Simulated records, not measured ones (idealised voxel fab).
Title: Process Module voxel capacitor over wiring
This is section cut - it's 210 nm across, gridded in 5 nm square cells.
How to read a cross-section here: the picture is a grid of square cells, written as bands going from the top down, and any band can span one or more rows of cells.
Look at the band entry: it leads with the top's height and the bottom's height in nm. Then it lists the materials left to right, with a width in nm for each. The word "throughout" on a single material says that material fills the band edge to edge. The word "blank" is empty space.
Height datum 0, below which the as-received substrate wafer is one material. Lowest band open at the bottom, running downward: "0 and below".
A width such as "30->40" changes by the same amount from each row of cells to the next, from the band's top row to its bottom row.
"nothing got changed", as given for a step, is the statement that not any cell of the cross-section underwent a change during that step.
Listed in "Closed void catalog": every empty space of 8 or more cells without an open way to the top. Form: width x height at distance, the distance being from the left edge, all in nm.
On a step's line, text after the settings is the simulator commenting on that step.
overlay nm: step with mask; distance mask lay right of planned place; negative value = left of planned place.

LIST OF PLANNED PROCESS STEPS
1. RECEIVE,material Si
2. CONFORMAL_DEP,material SiO2,thk nm 15
3. DIRECTIONAL_DEP,material TiN,thk nm 5
4. DIRECTIONAL_DEP,material W,thk nm 25
5. MASKED_ETCH,tone cover,mask id METAL_1,width nm 20,pitch nm 80,etch materials W,depth nm 25,overlay nm 0
6. MASKED_ETCH,tone cover,mask id METAL_1,width nm 20,pitch nm 80,etch materials TiN,depth nm 5,overlay nm 0
7. CONFORMAL_DEP,material SiN,thk nm 5
8. FILL_DEP,material lowk,thk nm 5
9. CMP,height nm 45
10. CONFORMAL_DEP,material SiCN,thk nm 5
11. DIRECTIONAL_DEP,material SiO2,thk nm 10
12. MASKED_ETCH,tone open,mask id PLUG_1,width nm 15,etch materials SiO2,depth nm 10,overlay nm 0
13. MASKED_ETCH,tone open,mask id PLUG_1,width nm 15,etch materials SiCN,depth nm 5,overlay nm 0
14. CONFORMAL_DEP,material TiN,thk nm 5
15. FILL_DEP,material Cu,thk nm 5
16. CMP,height nm 60
17. DIRECTIONAL_DEP,material TiN,thk nm 5
18. DIRECTIONAL_DEP,material Al2O3,thk nm 5
19. DIRECTIONAL_DEP,material TiN,thk nm 10
20. DIRECTIONAL_DEP,material aC,thk nm 10
21. PATTERN,tone cover,mask id UPPER_PLATE,material resist,width nm 65,thk nm 25,overlay nm 0
22. DIRECTIONAL_ETCH,etch materials aC,depth nm 10
23. STRIP,etch materials resist
24. DIRECTIONAL_ETCH,etch materials TiN,depth nm 10
25. DIRECTIONAL_ETCH,etch materials Al2O3,depth nm 5
26. STRIP,etch materials aC
27. DIRECTIONAL_DEP,material aC,thk nm 10
28. PATTERN,tone cover,mask id LOWER_PLATE,material resist,width nm 75,thk nm 30,overlay nm 0
29. DIRECTIONAL_ETCH,etch materials aC,depth nm 10
30. STRIP,etch materials resist
31. DIRECTIONAL_ETCH,etch materials TiN,depth nm 5
32. STRIP,etch materials aC
33. FILL_DEP,material SiO2,thk nm 20
34. CMP,height nm 95
35. MASKED_ETCH,tone open,mask id PLUG_2,width nm 15,etch materials SiO2,depth nm 15,overlay nm 0
36. CONFORMAL_DEP,material TiN,thk nm 5
37. FILL_DEP,material Ru,thk nm 5
38. CMP,height nm 95
39. CONFORMAL_DEP,material SiCN,thk nm 5

FIRST OF THE TWO WAFERS, RUN PER PLAN

WAFER AT RECEIPT (POST STEP 1), CROSS-SECTION
	0 and below  Si throughout
	Closed void catalog: none

UPON COMPLETION OF STEP 2, THE WAFER APPEARS IN CROSS-SECTION AS SHOWN
	15 down to 0  SiO2 throughout
	Nothing below the height 0 has changed.

UPON COMPLETION OF STEP 3, THE WAFER APPEARS IN CROSS-SECTION AS SHOWN
	20 down to 15  TiN throughout
	Nothing below the height 15 has changed.

UPON COMPLETION OF STEP 4, THE WAFER APPEARS IN CROSS-SECTION AS SHOWN
	45 down to 20  W throughout
	Nothing below the height 20 has changed.

UPON COMPLETION OF STEP 5, THE WAFER APPEARS IN CROSS-SECTION AS SHOWN
	45 down to 20  blank: 55, then W: 20, then blank: 60, then W: 20, then blank: 55
	Nothing below the height 20 has changed.

UPON COMPLETION OF STEP 6, THE WAFER APPEARS IN CROSS-SECTION AS SHOWN
	45 down to 20  blank: 55, then W: 20, then blank: 60, then W: 20, then blank: 55
	20 down to 15  blank: 55, then TiN: 20, then blank: 60, then TiN: 20, then blank: 55
	Nothing below the height 15 has changed.

UPON COMPLETION OF STEP 7, THE WAFER APPEARS IN CROSS-SECTION AS SHOWN
	50 down to 45  blank: 50, then SiN: 30, then blank: 50, then SiN: 30, then blank: 50
	45 down to 20  blank: 50, then SiN: 5, then W: 20, then SiN: 5, then blank: 50, then SiN: 5, then W: 20, then SiN: 5, then blank: 50
	20 down to 15  SiN: 55, then TiN: 20, then SiN: 60, then TiN: 20, then SiN: 55
	Nothing below the height 15 has changed.

UPON COMPLETION OF STEP 8, THE WAFER APPEARS IN CROSS-SECTION AS SHOWN
	55 down to 50  lowk throughout
	50 down to 45  lowk: 50, then SiN: 30, then lowk: 50, then SiN: 30, then lowk: 50
	45 down to 20  lowk: 50, then SiN: 5, then W: 20, then SiN: 5, then lowk: 50, then SiN: 5, then W: 20, then SiN: 5, then lowk: 50
	Nothing below the height 20 has changed.

UPON COMPLETION OF STEP 9, THE WAFER APPEARS IN CROSS-SECTION AS SHOWN
	45 down to 20  lowk: 50, then SiN: 5, then W: 20, then SiN: 5, then lowk: 50, then SiN: 5, then W: 20, then SiN: 5, then lowk: 50
	Nothing below the height 20 has changed.

UPON COMPLETION OF STEP 10, THE WAFER APPEARS IN CROSS-SECTION AS SHOWN
	50 down to 45  SiCN throughout
	Nothing below the height 45 has changed.

UPON COMPLETION OF STEP 11, THE WAFER APPEARS IN CROSS-SECTION AS SHOWN
	60 down to 50  SiO2 throughout
	Nothing below the height 50 has changed.

UPON COMPLETION OF STEP 12, THE WAFER APPEARS IN CROSS-SECTION AS SHOWN
	60 down to 50  SiO2: 60, then blank: 15, then SiO2: 135
	Nothing below the height 50 has changed.

UPON COMPLETION OF STEP 13, THE WAFER APPEARS IN CROSS-SECTION AS SHOWN
	60 down to 50  SiO2: 60, then blank: 15, then SiO2: 135
	50 down to 45  SiCN: 60, then blank: 15, then SiCN: 135
	Nothing below the height 45 has changed.

UPON COMPLETION OF STEP 14, THE WAFER APPEARS IN CROSS-SECTION AS SHOWN
	65 down to 60  TiN: 65, then blank: 5, then TiN: 140
	60 down to 50  SiO2: 60, then TiN: 5, then blank: 5, then TiN: 5, then SiO2: 135
	50 down to 45  SiCN: 60, then TiN: 15, then SiCN: 135
	Nothing below the height 45 has changed.

UPON COMPLETION OF STEP 15, THE WAFER APPEARS IN CROSS-SECTION AS SHOWN
	70 down to 65  Cu throughout
	65 down to 60  TiN: 65, then Cu: 5, then TiN: 140
	60 down to 50  SiO2: 60, then TiN: 5, then Cu: 5, then TiN: 5, then SiO2: 135
	Nothing below the height 50 has changed.

UPON COMPLETION OF STEP 16, THE WAFER APPEARS IN CROSS-SECTION AS SHOWN
	60 down to 50  SiO2: 60, then TiN: 5, then Cu: 5, then TiN: 5, then SiO2: 135
	Nothing below the height 50 has changed.

UPON COMPLETION OF STEP 17, THE WAFER APPEARS IN CROSS-SECTION AS SHOWN
	65 down to 60  TiN throughout
	Nothing below the height 60 has changed.

UPON COMPLETION OF STEP 18, THE WAFER APPEARS IN CROSS-SECTION AS SHOWN
	70 down to 65  Al2O3 throughout
	Nothing below the height 65 has changed.

UPON COMPLETION OF STEP 19, THE WAFER APPEARS IN CROSS-SECTION AS SHOWN
	80 down to 70  TiN throughout
	Nothing below the height 70 has changed.

UPON COMPLETION OF STEP 20, THE WAFER APPEARS IN CROSS-SECTION AS SHOWN
	90 down to 80  aC throughout
	Nothing below the height 80 has changed.

UPON COMPLETION OF STEP 21, THE WAFER APPEARS IN CROSS-SECTION AS SHOWN
	115 down to 90  blank: 60, then resist: 65, then blank: 85
	Nothing below the height 90 has changed.

UPON COMPLETION OF STEP 22, THE WAFER APPEARS IN CROSS-SECTION AS SHOWN
	105 down to 90  blank: 60, then resist: 65, then blank: 85
	90 down to 80  blank: 60, then aC: 65, then blank: 85
	Nothing below the height 80 has changed.

UPON COMPLETION OF STEP 23, THE WAFER APPEARS IN CROSS-SECTION AS SHOWN
	90 down to 80  blank: 60, then aC: 65, then blank: 85
	Nothing below the height 80 has changed.

UPON COMPLETION OF STEP 24, THE WAFER APPEARS IN CROSS-SECTION AS SHOWN
	90 down to 80  blank: 60, then aC: 65, then blank: 85
	80 down to 70  blank: 60, then TiN: 65, then blank: 85
	Nothing below the height 70 has changed.

UPON COMPLETION OF STEP 25, THE WAFER APPEARS IN CROSS-SECTION AS SHOWN
	90 down to 80  blank: 60, then aC: 65, then blank: 85
	80 down to 70  blank: 60, then TiN: 65, then blank: 85
	70 down to 65  blank: 60, then Al2O3: 65, then blank: 85
	Nothing below the height 65 has changed.

UPON COMPLETION OF STEP 26, THE WAFER APPEARS IN CROSS-SECTION AS SHOWN
	80 down to 70  blank: 60, then TiN: 65, then blank: 85
	Nothing below the height 70 has changed.

UPON COMPLETION OF STEP 27, THE WAFER APPEARS IN CROSS-SECTION AS SHOWN
	90 down to 80  blank: 60, then aC: 65, then blank: 85
	80 down to 75  blank: 60, then TiN: 65, then blank: 85
	75 down to 70  aC: 60, then TiN: 65, then aC: 85
	70 down to 65  aC: 60, then Al2O3: 65, then aC: 85
	Nothing below the height 65 has changed.

UPON COMPLETION OF STEP 28, THE WAFER APPEARS IN CROSS-SECTION AS SHOWN
	120 down to 90  blank: 55, then resist: 75, then blank: 80
	90 down to 80  blank: 55, then resist: 5, then aC: 65, then resist: 5, then blank: 80
	80 down to 75  blank: 55, then resist: 5, then TiN: 65, then resist: 5, then blank: 80
	Nothing below the height 75 has changed.

UPON COMPLETION OF STEP 29, THE WAFER APPEARS IN CROSS-SECTION AS SHOWN
	110 down to 90  blank: 55, then resist: 75, then blank: 80
	90 down to 80  blank: 55, then resist: 5, then aC: 65, then resist: 5, then blank: 80
	80 down to 75  blank: 55, then resist: 5, then TiN: 65, then resist: 5, then blank: 80
	75 down to 70  blank: 55, then aC: 5, then TiN: 65, then aC: 5, then blank: 80
	70 down to 65  blank: 55, then aC: 5, then Al2O3: 65, then aC: 5, then blank: 80
	Nothing below the height 65 has changed.

UPON COMPLETION OF STEP 30, THE WAFER APPEARS IN CROSS-SECTION AS SHOWN
	90 down to 80  blank: 60, then aC: 65, then blank: 85
	80 down to 75  blank: 60, then TiN: 65, then blank: 85
	Nothing below the height 75 has changed.

UPON COMPLETION OF STEP 31, THE WAFER APPEARS IN CROSS-SECTION AS SHOWN
	90 down to 80  blank: 60, then aC: 65, then blank: 85
	80 down to 75  blank: 60, then TiN: 65, then blank: 85
	75 down to 70  blank: 55, then aC: 5, then TiN: 65, then aC: 5, then blank: 80
	70 down to 65  blank: 55, then aC: 5, then Al2O3: 65, then aC: 5, then blank: 80
	65 down to 60  blank: 55, then TiN: 75, then blank: 80
	Nothing below the height 60 has changed.

UPON COMPLETION OF STEP 32, THE WAFER APPEARS IN CROSS-SECTION AS SHOWN
	80 down to 70  blank: 60, then TiN: 65, then blank: 85
	70 down to 65  blank: 60, then Al2O3: 65, then blank: 85
	Nothing below the height 65 has changed.

UPON COMPLETION OF STEP 33, THE WAFER APPEARS IN CROSS-SECTION AS SHOWN
	100 down to 80  SiO2 throughout
	80 down to 70  SiO2: 60, then TiN: 65, then SiO2: 85
	70 down to 65  SiO2: 60, then Al2O3: 65, then SiO2: 85
	65 down to 60  SiO2: 55, then TiN: 75, then SiO2: 80
	Nothing below the height 60 has changed.

UPON COMPLETION OF STEP 34, THE WAFER APPEARS IN CROSS-SECTION AS SHOWN
	95 down to 80  SiO2 throughout
	Nothing below the height 80 has changed.

UPON COMPLETION OF STEP 35, THE WAFER APPEARS IN CROSS-SECTION AS SHOWN
	95 down to 80  SiO2: 70, then blank: 15, then SiO2: 125
	Nothing below the height 80 has changed.

UPON COMPLETION OF STEP 36, THE WAFER APPEARS IN CROSS-SECTION AS SHOWN
	100 down to 95  TiN: 75, then blank: 5, then TiN: 130
	95 down to 85  SiO2: 70, then TiN: 5, then blank: 5, then TiN: 5, then SiO2: 125
	85 down to 80  SiO2: 70, then TiN: 15, then SiO2: 125
	Nothing below the height 80 has changed.

UPON COMPLETION OF STEP 37, THE WAFER APPEARS IN CROSS-SECTION AS SHOWN
	105 down to 100  Ru throughout
	100 down to 95  TiN: 75, then Ru: 5, then TiN: 130
	95 down to 85  SiO2: 70, then TiN: 5, then Ru: 5, then TiN: 5, then SiO2: 125
	Nothing below the height 85 has changed.

UPON COMPLETION OF STEP 38, THE WAFER APPEARS IN CROSS-SECTION AS SHOWN
	95 down to 85  SiO2: 70, then TiN: 5, then Ru: 5, then TiN: 5, then SiO2: 125
	Nothing below the height 85 has changed.

UPON COMPLETION OF STEP 39, THE WAFER APPEARS IN CROSS-SECTION AS SHOWN
	100 down to 95  SiCN throughout
	Nothing below the height 95 has changed.

WAFER TWO. SAME START, SAME PLAN, ONE SLIP IN EXECUTION. SAME AS WAFER ONE THROUGH STEP 9, INCLUSIVE

PLANNED END OF STEP 10: SECOND WAFER, CROSS-SECTION
	55 down to 45  SiO2 throughout
	Nothing below the height 45 has changed.

PLANNED END OF STEP 11: SECOND WAFER, CROSS-SECTION
	60 down to 55  SiCN throughout
	Nothing below the height 55 has changed.

Planned end of step 12: second wafer, cross-section: nothing got changed

PLANNED END OF STEP 13: SECOND WAFER, CROSS-SECTION
	60 down to 55  SiCN: 60, then blank: 15, then SiCN: 135
	Nothing below the height 55 has changed.

PLANNED END OF STEP 14: SECOND WAFER, CROSS-SECTION
	65 down to 60  TiN: 65, then blank: 5, then TiN: 140
	60 down to 55  SiCN: 60, then TiN: 15, then SiCN: 135
	Nothing below the height 55 has changed.

PLANNED END OF STEP 15: SECOND WAFER, CROSS-SECTION
	70 down to 65  Cu throughout
	65 down to 60  TiN: 65, then Cu: 5, then TiN: 140
	Nothing below the height 60 has changed.

PLANNED END OF STEP 16: SECOND WAFER, CROSS-SECTION
	60 down to 55  SiCN: 60, then TiN: 15, then SiCN: 135
	Nothing below the height 55 has changed.

PLANNED END OF STEP 17: SECOND WAFER, CROSS-SECTION
	65 down to 60  TiN throughout
	Nothing below the height 60 has changed.

PLANNED END OF STEP 18: SECOND WAFER, CROSS-SECTION
	70 down to 65  Al2O3 throughout
	Nothing below the height 65 has changed.

PLANNED END OF STEP 19: SECOND WAFER, CROSS-SECTION
	80 down to 70  TiN throughout
	Nothing below the height 70 has changed.

PLANNED END OF STEP 20: SECOND WAFER, CROSS-SECTION
	90 down to 80  aC throughout
	Nothing below the height 80 has changed.

PLANNED END OF STEP 21: SECOND WAFER, CROSS-SECTION
	115 down to 90  blank: 60, then resist: 65, then blank: 85
	Nothing below the height 90 has changed.

PLANNED END OF STEP 22: SECOND WAFER, CROSS-SECTION
	105 down to 90  blank: 60, then resist: 65, then blank: 85
	90 down to 80  blank: 60, then aC: 65, then blank: 85
	Nothing below the height 80 has changed.

PLANNED END OF STEP 23: SECOND WAFER, CROSS-SECTION
	90 down to 80  blank: 60, then aC: 65, then blank: 85
	Nothing below the height 80 has changed.

PLANNED END OF STEP 24: SECOND WAFER, CROSS-SECTION
	90 down to 80  blank: 60, then aC: 65, then blank: 85
	80 down to 70  blank: 60, then TiN: 65, then blank: 85
	Nothing below the height 70 has changed.

PLANNED END OF STEP 25: SECOND WAFER, CROSS-SECTION
	90 down to 80  blank: 60, then aC: 65, then blank: 85
	80 down to 70  blank: 60, then TiN: 65, then blank: 85
	70 down to 65  blank: 60, then Al2O3: 65, then blank: 85
	Nothing below the height 65 has changed.

PLANNED END OF STEP 26: SECOND WAFER, CROSS-SECTION
	80 down to 70  blank: 60, then TiN: 65, then blank: 85
	Nothing below the height 70 has changed.

PLANNED END OF STEP 27: SECOND WAFER, CROSS-SECTION
	90 down to 80  blank: 60, then aC: 65, then blank: 85
	80 down to 75  blank: 60, then TiN: 65, then blank: 85
	75 down to 70  aC: 60, then TiN: 65, then aC: 85
	70 down to 65  aC: 60, then Al2O3: 65, then aC: 85
	Nothing below the height 65 has changed.

PLANNED END OF STEP 28: SECOND WAFER, CROSS-SECTION
	120 down to 90  blank: 55, then resist: 75, then blank: 80
	90 down to 80  blank: 55, then resist: 5, then aC: 65, then resist: 5, then blank: 80
	80 down to 75  blank: 55, then resist: 5, then TiN: 65, then resist: 5, then blank: 80
	Nothing below the height 75 has changed.

PLANNED END OF STEP 29: SECOND WAFER, CROSS-SECTION
	110 down to 90  blank: 55, then resist: 75, then blank: 80
	90 down to 80  blank: 55, then resist: 5, then aC: 65, then resist: 5, then blank: 80
	80 down to 75  blank: 55, then resist: 5, then TiN: 65, then resist: 5, then blank: 80
	75 down to 70  blank: 55, then aC: 5, then TiN: 65, then aC: 5, then blank: 80
	70 down to 65  blank: 55, then aC: 5, then Al2O3: 65, then aC: 5, then blank: 80
	Nothing below the height 65 has changed.

PLANNED END OF STEP 30: SECOND WAFER, CROSS-SECTION
	90 down to 80  blank: 60, then aC: 65, then blank: 85
	80 down to 75  blank: 60, then TiN: 65, then blank: 85
	Nothing below the height 75 has changed.

PLANNED END OF STEP 31: SECOND WAFER, CROSS-SECTION
	90 down to 80  blank: 60, then aC: 65, then blank: 85
	80 down to 75  blank: 60, then TiN: 65, then blank: 85
	75 down to 70  blank: 55, then aC: 5, then TiN: 65, then aC: 5, then blank: 80
	70 down to 65  blank: 55, then aC: 5, then Al2O3: 65, then aC: 5, then blank: 80
	65 down to 60  blank: 55, then TiN: 75, then blank: 80
	Nothing below the height 60 has changed.

PLANNED END OF STEP 32: SECOND WAFER, CROSS-SECTION
	80 down to 70  blank: 60, then TiN: 65, then blank: 85
	70 down to 65  blank: 60, then Al2O3: 65, then blank: 85
	Nothing below the height 65 has changed.

PLANNED END OF STEP 33: SECOND WAFER, CROSS-SECTION
	100 down to 80  SiO2 throughout
	80 down to 70  SiO2: 60, then TiN: 65, then SiO2: 85
	70 down to 65  SiO2: 60, then Al2O3: 65, then SiO2: 85
	65 down to 60  SiO2: 55, then TiN: 75, then SiO2: 80
	Nothing below the height 60 has changed.

PLANNED END OF STEP 34: SECOND WAFER, CROSS-SECTION
	95 down to 80  SiO2 throughout
	Nothing below the height 80 has changed.

PLANNED END OF STEP 35: SECOND WAFER, CROSS-SECTION
	95 down to 80  SiO2: 70, then blank: 15, then SiO2: 125
	Nothing below the height 80 has changed.

PLANNED END OF STEP 36: SECOND WAFER, CROSS-SECTION
	100 down to 95  TiN: 75, then blank: 5, then TiN: 130
	95 down to 85  SiO2: 70, then TiN: 5, then blank: 5, then TiN: 5, then SiO2: 125
	85 down to 80  SiO2: 70, then TiN: 15, then SiO2: 125
	Nothing below the height 80 has changed.

PLANNED END OF STEP 37: SECOND WAFER, CROSS-SECTION
	105 down to 100  Ru throughout
	100 down to 95  TiN: 75, then Ru: 5, then TiN: 130
	95 down to 85  SiO2: 70, then TiN: 5, then Ru: 5, then TiN: 5, then SiO2: 125
	Nothing below the height 85 has changed.

PLANNED END OF STEP 38: SECOND WAFER, CROSS-SECTION
	95 down to 85  SiO2: 70, then TiN: 5, then Ru: 5, then TiN: 5, then SiO2: 125
	Nothing below the height 85 has changed.

PLANNED END OF STEP 39: SECOND WAFER, CROSS-SECTION
	100 down to 95  SiCN throughout
	Nothing below the height 95 has changed.
Here's what went sideways: plan steps 10 and 11 run swapped
Final wafer comparison in cells, second versus first, more or fewer per material: -2 Cu | +6 SiO2 | -4 TiN
